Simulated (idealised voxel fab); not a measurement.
Process module under the name voxel quadruple lines
Xsec cut, 280 nm wide, square cell size 5 nm.
Notation: cross-section as square-cell grid; stated in bands, top first, going down; one or more cell rows per band.
Each band's line starts with the height of the band's top and of its bottom, in nm. Then come its materials from left to right, each with its width in nm. One material with "everywhere" fills the band from edge to edge. "air" is empty space.
Convention: height 0 is the level below which the wafer, as received, is all one material. The lowest band does not terminate at the bottom but continues downward, represented as "0 and below".
Read "30..40" as a graded width: first number on top, second number at the bottom, same change between each pair of neighbouring rows.
Key: "remains unaltered" - step with no changed cell in the cross-section.
In "Closed void entries" the enclosed voids are listed, meaning empty spaces of 8 cells or larger without any opening to the top. The form is width x height at distance, distance from the left edge, units nm.
Step line, after settings: the simulator's comment on this step.
overlay nm: mask right of planned place by this much (step with mask). Neg. = left.
Below is the list of planned process steps:
1: RECEIVE, material Si
2: CONFORMAL_DEP, material Al2O3, thk nm 5
3: DIRECTIONAL_DEP, material Ru, thk nm 10
4: DIRECTIONAL_DEP, material polySi, thk nm 20
5: DIRECTIONAL_DEP, material aC, thk nm 20
6: PATTERN, tone cover, mask id MANDREL, material resist, width nm 20, thk nm 25, overlay nm -15
7: DIRECTIONAL_ETCH, etch materials aC, depth nm 20
8: STRIP, etch materials resist
9: CONFORMAL_DEP, material SiO2, thk nm 10
10: DIRECTIONAL_ETCH, etch materials SiO2, depth nm 10
11: STRIP, etch materials aC
12: DIRECTIONAL_ETCH, etch materials polySi, depth nm 20
13: STRIP, etch materials SiO2
14: CONFORMAL_DEP, material SiCN, thk nm 5
15: DIRECTIONAL_ETCH, etch materials SiCN, depth nm 5
16: STRIP, etch materials polySi
17: DIRECTIONAL_ETCH, etch materials Ru, depth nm 10
18: STRIP, etch materials SiCN
19: FILL_DEP, material lowk, thk nm 10
20: CMP, height nm 15
Where the wafers of this document differ is in the overlay nm of step 6; they start out the same, and the plan states the value that applied to the first wafer.
Received condition of the first of several wafers, sectioned: post-step 1:
  0 and below  Si everywhere
  Closed void entries: none
Here is the cross-section of the first of several wafers at the end of the module, after its last step, step 20:
  15 down to 5  lowk=100 | Ru=5 | lowk=10 | Ru=5 | lowk=10 | Ru=5 | lowk=10 | Ru=5 | lowk=130
  5 down to 0  Al2O3 everywhere
  0 and below  Si everywhere
  Closed void entries: none
Cross-sectional depiction of the last of several wafers upon completion of the module:
  15 down to 5  lowk=130 | Ru=5 | lowk=10 | Ru=5 | lowk=10 | Ru=5 | lowk=10 | Ru=5 | lowk=100
  5 down to 0  Al2O3 everywhere
  0 and below  Si everywhere
  Closed void entries: none
The table below has one row for each wafer; a row shows, as of the end of the module, how many cells of each material the wafer has gained, marked (+), or lost, marked (-), since it was received, and then the wafer's closed voids:
overlay nm -15 | +56 Al2O3 | +8 Ru | +104 lowk | Closed void entries: none
overlay nm -10 | +56 Al2O3 | +8 Ru | +104 lowk | Closed void entries: none
overlay nm -5 | +56 Al2O3 | +8 Ru | +104 lowk | Closed void entries: none
overlay nm 0 | +56 Al2O3 | +8 Ru | +104 lowk | Closed void entries: none
overlay nm 5 | +56 Al2O3 | +8 Ru | +104 lowk | Closed void entries: none
overlay nm 10 | +56 Al2O3 | +8 Ru | +104 lowk | Closed void entries: none
overlay nm 15 | +56 Al2O3 | +8 Ru | +104 lowk | Closed void entries: none
